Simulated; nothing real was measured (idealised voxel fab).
Presented below is a process module, voxel fin reveal.
Shown is cross-section cut, with a width of 270 nm and square cells of size 5 nm.
Cross-section, as written here: a square-cell grid given band by band from the top down, where a band holds one or more rows of cells.
It is stipulated that each band's entry specify, in nanometres, the height of the top of the band and then that of its bottom, followed by the materials of the band in left-to-right sequence, each together with its width in nanometres. A single material marked by the word "full width" is understood to fill the band from edge to edge; the word "air" is understood to denote empty space.
Beneath 0, the wafer as received is one material, and that level is where height counting begins. The lowest band goes on downward without a bottom; it is written like "top 0, no bottom".
Width: "30..40" (first number = top row, second number = bottom row, same change from row to row of cells).
For the purposes of this document, the phrase "no alterations made" attached to a step denotes that no cell within the cross-section was modified by that step.
Any empty space of 8 cells or more lacking an open way to the top shows up in "Enclosed cavity list" as width x height at distance, distance from the left edge, in nm.
Read whatever lies past the settings on a step's line as the simulator's own remark about the step.
The setting "overlay nm" may be written on the line of a step. When the step uses a mask, the value reports how far to the right of the planned place the mask lay, and a negative value reports that it lay to the left.
Listed below are the process steps as planned
1,RECEIVE | material Si
2,CONFORMAL_DEP | material SiN | thk nm 10
3,DIRECTIONAL_DEP | material aC | thk nm 15
4,PATTERN | tone cover | mask id FINS | material resist | width nm 15 | pitch nm 35 | thk nm 35 | overlay nm 0
5,DIRECTIONAL_ETCH | etch materials aC | depth nm 15
6,STRIP | etch materials resist
7,DIRECTIONAL_ETCH | etch materials SiN | depth nm 10
8,DIRECTIONAL_ETCH | etch materials Si | depth nm 40
9,STRIP | etch materials aC
10,FILL_DEP | material SiO2 | thk nm 10
11,CMP | height nm 10
12,SELECTIVE_ETCH | etch materials SiO2 | depth nm 20
13,STRIP | etch materials SiN
Cross-section: wafer on arrival = after step 1
    top 0, no bottom = Si full width
    Enclosed cavity list: none
Final wafer profile in cross-section after the module, from the same start and plan as above, with one mistake made during processing
    top 0, bottom -10 = Si 110 nm | air 15 nm | Si 20 nm | air 15 nm | Si 110 nm
    top -10, bottom -40 = Si 110 nm | SiO2 15 nm | Si 20 nm | SiO2 15 nm | Si 110 nm
    top -40, no bottom = Si full width
    Enclosed cavity list: none
It is concluded that the wafer was processed incorrectly with respect to the plan, in that in deviation from the planned setting, step 4 was conducted as PATTERN | tone open | mask id FINS | material resist | width nm 15 | pitch nm 35 | thk nm 35 | overlay nm 0
